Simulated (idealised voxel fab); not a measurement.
process module | voxel spacer lines
The cross-section on display is named cut; it measures 250 nm wide, and its cells are 5 nm squares.
Cross-section = grid of square cells, listed top down in bands; band = one or more rows. Look at the band entry: it leads with the top's height and the bottom's height in nm. Then it lists the materials left to right, with a width in nm for each. The word "all across" on a single material says that material fills the band edge to edge. The word "air" is empty space. It should be noted that heights are counted from 0, beneath which the wafer as supplied is of one material throughout, and that the lowest band possesses no lower boundary but continues downward, as written in "z 0 and below". Width spec "30..40" -> top row of cells at first value, bottom row at second value, equal per-row change in between. "nothing got changed" after a step means that no cell of the cross-section changed. Enclosed voids (no open way to top), threshold 8 cells or more, entry "Voids, enclosed", notation width x height at distance, distance from left edge, nm. Note: text after step settings on the step line = simulator remark on that step. overlay nm: right-of-plan distance of the mask on a masked step; negative values mean left-of-plan.
PLAN
- 1: RECEIVE [material Si]
- 2: CONFORMAL_DEP [material Al2O3] [thk nm 10]
- 3: DIRECTIONAL_DEP [material TiN] [thk nm 10]
- 4: DIRECTIONAL_DEP [material aC] [thk nm 20]
- 5: PATTERN [tone cover] [mask id MANDREL] [material resist] [width nm 20] [pitch nm 60] [thk nm 30] [overlay nm 0]
- 6: DIRECTIONAL_ETCH [etch materials aC] [depth nm 20]
- 7: STRIP [etch materials resist]
- 8: CONFORMAL_DEP [material SiO2] [thk nm 10]
- 9: DIRECTIONAL_ETCH [etch materials SiO2] [depth nm 10]
- 10: STRIP [etch materials aC]
- 11: DIRECTIONAL_ETCH [etch materials TiN] [depth nm 10]
- 12: STRIP [etch materials SiO2]
- 13: FILL_DEP [material SiO2] [thk nm 5]
- 14: CMP [height nm 20]
AS RECEIVED, AFTER STEP 1
> z 0 and below = Si all across
> Voids, enclosed: none
END STATE OF THE MODULE IN CROSS-SECTION, GIVEN THE ABOVE STARTING POINT AND PLAN AND ONE MISTAKE IN EXECUTION
> z 20 to 10 = 45 nm aC; 10 nm TiN; 20 nm aC; 10 nm TiN; 20 nm aC; 10 nm TiN; 20 nm aC; 10 nm TiN; 20 nm aC; 10 nm TiN; 20 nm aC; 10 nm TiN; 45 nm aC
> z 10 to 0 = Al2O3 all across
> z 0 and below = Si all across
> Voids, enclosed: none
In executing the process, a mistake was made relative to the plan: so step 13 ended up running with a different setting than we planned, it ran as FILL_DEP [material aC] [thk nm 5]
